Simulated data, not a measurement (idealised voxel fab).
Herein follows the process module entitled voxel self aligned vias.
Xsec cut, 190 nm wide, square cell size 5 nm.
Just so we're on the same page, the cross-sections are grids of square cells, and they're listed out in bands top to bottom, each band one or more rows deep. Each band's line starts with the height of the band's top and of its bottom, in nm. Then come its materials from left to right, each with its width in nm. One material with "throughout" fills the band from edge to edge. "empty" is empty space. Height datum 0, below which the as-received substrate wafer is one material. Lowest band open at the bottom, running downward: "top 0, no bottom". Width: "30->40" (first number = top row, second number = bottom row, same change from row to row of cells). "no modifications" for a step: no cell of the cross-section changed in that step. "Enclosed void inventory" contains a list of empty spaces, each no smaller than 8 cells and without an open way to the top, written in the form width x height at distance with the distance from the left edge and all three in nm. What comes after the settings on a step's line is commentary from the simulator itself on that step. overlay nm: where the mask lay relative to plan, measured to the right, on steps with a mask; negatives go left.

**Here's what the planned process steps look like**
1. op RECEIVE | material Si
2. op CONFORMAL_DEP | material SiO2 | thk nm 15
3. op CONFORMAL_DEP | material SiCN | thk nm 5
4. op DIRECTIONAL_DEP | material lowk | thk nm 25
5. op PATTERN | tone open | mask id LINES | material resist | width nm 30 | pitch nm 60 | thk nm 20 | overlay nm 0
6. op DIRECTIONAL_ETCH | etch materials lowk | depth nm 25
7. op STRIP | etch materials resist
8. op CONFORMAL_DEP | material TiN | thk nm 5
9. op FILL_DEP | material Ru | thk nm 10
10. op CMP | height nm 45
11. op SELECTIVE_ETCH | etch materials W Ru TiN | depth nm 10
12. op FILL_DEP | material SiN | thk nm 5
13. op CMP | height nm 45
14. op DIRECTIONAL_DEP | material lowk | thk nm 20
15. op PATTERN | tone open | mask id VIAS | material resist | width nm 40 | pitch nm 60 | thk nm 20 | overlay nm 0
16. op DIRECTIONAL_ETCH | etch materials lowk | depth nm 20
17. op DIRECTIONAL_ETCH | etch materials SiN | depth nm 10
18. op STRIP | etch materials resist
19. op CONFORMAL_DEP | material TiN | thk nm 5
20. op FILL_DEP | material Cu | thk nm 10
21. op CMP | height nm 65
22. op CONFORMAL_DEP | material SiN | thk nm 5

**as received, after step 1**
top 0, no bottom = Si throughout
Enclosed void inventory: none

**First of two wafers, end-of-module section, run followed plan**
top 70, bottom 65 = SiN throughout
top 65, bottom 50 = lowk 15 nm; TiN 5 nm; Cu 30 nm; TiN 5 nm; lowk 20 nm; TiN 5 nm; Cu 30 nm; TiN 5 nm; lowk 20 nm; TiN 5 nm; Cu 30 nm; TiN 5 nm; lowk 15 nm
top 50, bottom 40 = lowk 15->20 nm; TiN 10->5 nm; Cu 20 nm; TiN 10->5 nm; lowk 20->30 nm; TiN 10->5 nm; Cu 20 nm; TiN 10->5 nm; lowk 20->30 nm; TiN 10->5 nm; Cu 20 nm; TiN 10->5 nm; lowk 15->20 nm
top 40, bottom 35 = lowk 20 nm; TiN 30 nm; lowk 30 nm; TiN 30 nm; lowk 30 nm; TiN 30 nm; lowk 20 nm
top 35, bottom 25 = lowk 20 nm; TiN 5 nm; Ru 20 nm; TiN 5 nm; lowk 30 nm; TiN 5 nm; Ru 20 nm; TiN 5 nm; lowk 30 nm; TiN 5 nm; Ru 20 nm; TiN 5 nm; lowk 20 nm
top 25, bottom 20 = lowk 20 nm; TiN 30 nm; lowk 30 nm; TiN 30 nm; lowk 30 nm; TiN 30 nm; lowk 20 nm
top 20, bottom 15 = SiCN throughout
top 15, bottom 0 = SiO2 throughout
top 0, no bottom = Si throughout
Enclosed void inventory: none

**Second wafer of the two, sectioned at the end of the module. It began like the first and followed the same plan, but one mistake was made while running it**
top 70, bottom 65 = SiN throughout
top 65, bottom 50 = lowk 15 nm; TiN 5 nm; Cu 30 nm; TiN 5 nm; lowk 20 nm; TiN 5 nm; Cu 30 nm; TiN 5 nm; lowk 20 nm; TiN 5 nm; Cu 30 nm; TiN 5 nm; lowk 15 nm
top 50, bottom 40 = lowk 15->20 nm; TiN 10->5 nm; Cu 20 nm; TiN 10->5 nm; lowk 20->30 nm; TiN 10->5 nm; Cu 20 nm; TiN 10->5 nm; lowk 20->30 nm; TiN 10->5 nm; Cu 20 nm; TiN 10->5 nm; lowk 15->20 nm
top 40, bottom 35 = lowk 20 nm; TiN 30 nm; lowk 30 nm; TiN 30 nm; lowk 30 nm; TiN 30 nm; lowk 20 nm
top 35, bottom 25 = lowk 20 nm; TiN 5 nm; SiN 20 nm; TiN 5 nm; lowk 30 nm; TiN 5 nm; SiN 20 nm; TiN 5 nm; lowk 30 nm; TiN 5 nm; SiN 20 nm; TiN 5 nm; lowk 20 nm
top 25, bottom 20 = lowk 20 nm; TiN 30 nm; lowk 30 nm; TiN 30 nm; lowk 30 nm; TiN 30 nm; lowk 20 nm
top 20, bottom 15 = SiCN throughout
top 15, bottom 0 = SiO2 throughout
top 0, no bottom = Si throughout
Enclosed void inventory: none
Here's what went sideways: step 9 deviated from plan and actually ran as op FILL_DEP | material SiN | thk nm 10
Final tally in cells, some materials are higher or lower on the second wafer than on the first: Ru: 24 fewer, SiN: 24 more
